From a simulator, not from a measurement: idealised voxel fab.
Process module under the name voxel wiring stack
Xsec cut, 260 nm wide, square cell size 5 nm.
Cross-section layout: square cells on a grid; listed as bands, top to bottom; a band spans one or more cell rows. The entry gives the band's vertical extent as a top height and a bottom height in nm, then its horizontal make-up as materials from left to right, each with a width in nm. "blank" stands for empty space; a single material marked "throughout" fills the band edge to edge. Height reference: 0 = level under which incoming wafer is all one material. Lowest band: no bottom, runs on downward, e.g. "0 -> down". Quick explanation for "30->40": the width changes in equal steps down the rows of cells, from the first number in the band's top row to the second number in its bottom row. For the purposes of this document, the phrase "nothing was modified" attached to a step denotes that no cell within the cross-section was modified by that step. "Sealed voids" - sealed voids, min. 8 cells, no opening to top; format: width x height at distance (distance from left edge; nm throughout). On a step's line, text after the settings is the simulator commenting on that step. What "overlay nm" on a step's line means: if the step has a mask, that mask lay this far to the right of its planned place, or, when the value is negative, to the left.

### Process steps (planned)
1 RECEIVE with material Si
2 CONFORMAL_DEP with material SiO2, thk nm 10
3 DIRECTIONAL_DEP with material TiN, thk nm 5
4 DIRECTIONAL_DEP with material W, thk nm 25
5 MASKED_ETCH with tone cover, mask id METAL_1, width nm 20, pitch nm 50, etch materials W, depth nm 25, overlay nm 0
6 MASKED_ETCH with tone cover, mask id METAL_1, width nm 20, pitch nm 50, etch materials TiN, depth nm 5, overlay nm 0
7 CONFORMAL_DEP with material SiN, thk nm 5
8 FILL_DEP with material lowk, thk nm 10
9 CMP with height nm 40
10 CONFORMAL_DEP with material SiCN, thk nm 5
11 DIRECTIONAL_DEP with material lowk, thk nm 15
12 MASKED_ETCH with tone open, mask id PLUG_1, width nm 15, pitch nm 100, etch materials lowk, depth nm 5, overlay nm 0
13 MASKED_ETCH with tone open, mask id PLUG_1, width nm 15, pitch nm 100, etch materials SiCN, depth nm 5, overlay nm 0
14 CONFORMAL_DEP with material TiN, thk nm 5
15 FILL_DEP with material Cu, thk nm 5
16 CMP with height nm 60
17 CONFORMAL_DEP with material SiCN, thk nm 5
18 DIRECTIONAL_DEP with material SiO2, thk nm 25
19 DIRECTIONAL_DEP with material aC, thk nm 15
20 PATTERN with tone open, mask id METAL_2, material resist, width nm 20, pitch nm 50, thk nm 30, overlay nm 0
21 DIRECTIONAL_ETCH with etch materials aC, depth nm 15
22 STRIP with etch materials resist
23 DIRECTIONAL_ETCH with etch materials SiO2, depth nm 25
24 DIRECTIONAL_ETCH with etch materials SiCN, depth nm 5
25 STRIP with etch materials aC
26 CONFORMAL_DEP with material TiN, thk nm 5
27 FILL_DEP with material Ru, thk nm 10
28 CMP with height nm 90
29 CONFORMAL_DEP with material SiCN, thk nm 5
30 DIRECTIONAL_DEP with material SiO2, thk nm 20
31 MASKED_ETCH with tone open, mask id PLUG_2, width nm 15, pitch nm 50, etch materials SiO2, depth nm 20, overlay nm 0
32 MASKED_ETCH with tone open, mask id PLUG_2, width nm 15, pitch nm 50, etch materials SiCN, depth nm 5, overlay nm 0
33 CONFORMAL_DEP with material TiN, thk nm 5
34 FILL_DEP with material W, thk nm 5
35 CMP with height nm 115
36 CONFORMAL_DEP with material SiCN, thk nm 5
37 DIRECTIONAL_DEP with material SiO2, thk nm 20
38 PATTERN with tone open, mask id METAL_3, material resist, width nm 20, pitch nm 50, thk nm 15, overlay nm 0
39 DIRECTIONAL_ETCH with etch materials SiO2, depth nm 20
40 DIRECTIONAL_ETCH with etch materials SiCN, depth nm 5
41 STRIP with etch materials resist
42 CONFORMAL_DEP with material TiN, thk nm 5
43 FILL_DEP with material Ru, thk nm 5
44 CMP with height nm 140
45 EPI with material Ru, thk nm 5
46 FILL_DEP with material SiCN, thk nm 5
Be aware that, although all wafers share a common starting state, the depth nm at step 12 differs among them, and the plan displays the first wafer's value.

### Received wafers, first of several: cross-section after step 1
> 0 -> down: Si throughout
> Sealed voids: none

### Here's the first of several wafers in cross-section, end of the module, after the last step, step 46
> 150 -> 145: SiCN throughout
> 145 -> 140: SiCN 65 / Ru 30 / SiCN 20 / Ru 30 / SiCN 20 / Ru 30 / SiCN 65
> 140 -> 120: SiO2 70 / TiN 5 / Ru 10 / TiN 5 / SiO2 30 / TiN 5 / Ru 10 / TiN 5 / SiO2 30 / TiN 5 / Ru 10 / TiN 5 / SiO2 70
> 120 -> 115: SiCN 70 / TiN 20 / SiCN 30 / TiN 20 / SiCN 30 / TiN 20 / SiCN 70
> 115 -> 95: SiO2 70 / TiN 5 / W 5 / TiN 5 / SiO2 35 / TiN 5 / W 5 / TiN 5 / SiO2 35 / TiN 5 / W 5 / TiN 5 / SiO2 75
> 95 -> 90: SiCN 70 / TiN 15 / SiCN 35 / TiN 15 / SiCN 35 / TiN 15 / SiCN 75
> 90 -> 65: SiO2 70 / TiN 5 / Ru 10 / TiN 5 / SiO2 30 / TiN 5 / Ru 10 / TiN 5 / SiO2 30 / TiN 5 / Ru 10 / TiN 5 / SiO2 70
> 65 -> 60: SiCN 70 / TiN 20 / SiCN 30 / TiN 20 / SiCN 30 / TiN 20 / SiCN 70
> 60 -> 55: lowk 70 / TiN 15 / lowk 85 / TiN 15 / lowk 75
> 55 -> 45: lowk throughout
> 45 -> 40: SiCN throughout
> 40 -> 15: lowk 65 / SiN 5 / W 20 / SiN 5 / lowk 20 / SiN 5 / W 20 / SiN 5 / lowk 20 / SiN 5 / W 20 / SiN 5 / lowk 65
> 15 -> 10: SiN 70 / TiN 20 / SiN 30 / TiN 20 / SiN 30 / TiN 20 / SiN 70
> 10 -> 0: SiO2 throughout
> 0 -> down: Si throughout
> Sealed voids: none

### End of module: cross-section, last of several wafers
> 150 -> 145: SiCN throughout
> 145 -> 140: SiCN 65 / Ru 30 / SiCN 20 / Ru 30 / SiCN 20 / Ru 30 / SiCN 65
> 140 -> 120: SiO2 70 / TiN 5 / Ru 10 / TiN 5 / SiO2 30 / TiN 5 / Ru 10 / TiN 5 / SiO2 30 / TiN 5 / Ru 10 / TiN 5 / SiO2 70
> 120 -> 115: SiCN 70 / TiN 20 / SiCN 30 / TiN 20 / SiCN 30 / TiN 20 / SiCN 70
> 115 -> 95: SiO2 70 / TiN 5 / W 5 / TiN 5 / SiO2 35 / TiN 5 / W 5 / TiN 5 / SiO2 35 / TiN 5 / W 5 / TiN 5 / SiO2 75
> 95 -> 90: SiCN 70 / TiN 15 / SiCN 35 / TiN 15 / SiCN 35 / TiN 15 / SiCN 75
> 90 -> 65: SiO2 70 / TiN 5 / Ru 10 / TiN 5 / SiO2 30 / TiN 5 / Ru 10 / TiN 5 / SiO2 30 / TiN 5 / Ru 10 / TiN 5 / SiO2 70
> 65 -> 60: SiCN 70 / TiN 20 / SiCN 30 / TiN 20 / SiCN 30 / TiN 20 / SiCN 70
> 60 -> 45: lowk 70 / TiN 5 / Cu 5 / TiN 5 / lowk 85 / TiN 5 / Cu 5 / TiN 5 / lowk 75
> 45 -> 40: SiCN 70 / TiN 15 / SiCN 85 / TiN 15 / SiCN 75
> 40 -> 15: lowk 65 / SiN 5 / W 20 / SiN 5 / lowk 20 / SiN 5 / W 20 / SiN 5 / lowk 20 / SiN 5 / W 20 / SiN 5 / lowk 65
> 15 -> 10: SiN 70 / TiN 20 / SiN 30 / TiN 20 / SiN 30 / TiN 20 / SiN 70
> 10 -> 0: SiO2 throughout
> 0 -> down: Si throughout
> Sealed voids: none

### wafer rows; end of module; cells per material since receipt: (+) gained, (-) lost; then closed voids
depth nm 5 | +72 Ru | +261 SiCN | +70 SiN | +636 SiO2 | +129 TiN | +72 W | +320 lowk | Sealed voids: none
depth nm 10 | +2 Cu | +72 Ru | +261 SiCN | +70 SiN | +636 SiO2 | +133 TiN | +72 W | +314 lowk | Sealed voids: none
depth nm 15 | +6 Cu | +72 Ru | +255 SiCN | +70 SiN | +636 SiO2 | +141 TiN | +72 W | +308 lowk | Sealed voids: none
depth nm 20 | +6 Cu | +72 Ru | +255 SiCN | +70 SiN | +636 SiO2 | +141 TiN | +72 W | +308 lowk | Sealed voids: none
depth nm 25 | +6 Cu | +72 Ru | +255 SiCN | +70 SiN | +636 SiO2 | +141 TiN | +72 W | +308 lowk | Sealed voids: none
depth nm 30 | +6 Cu | +72 Ru | +255 SiCN | +70 SiN | +636 SiO2 | +141 TiN | +72 W | +308 lowk | Sealed voids: none
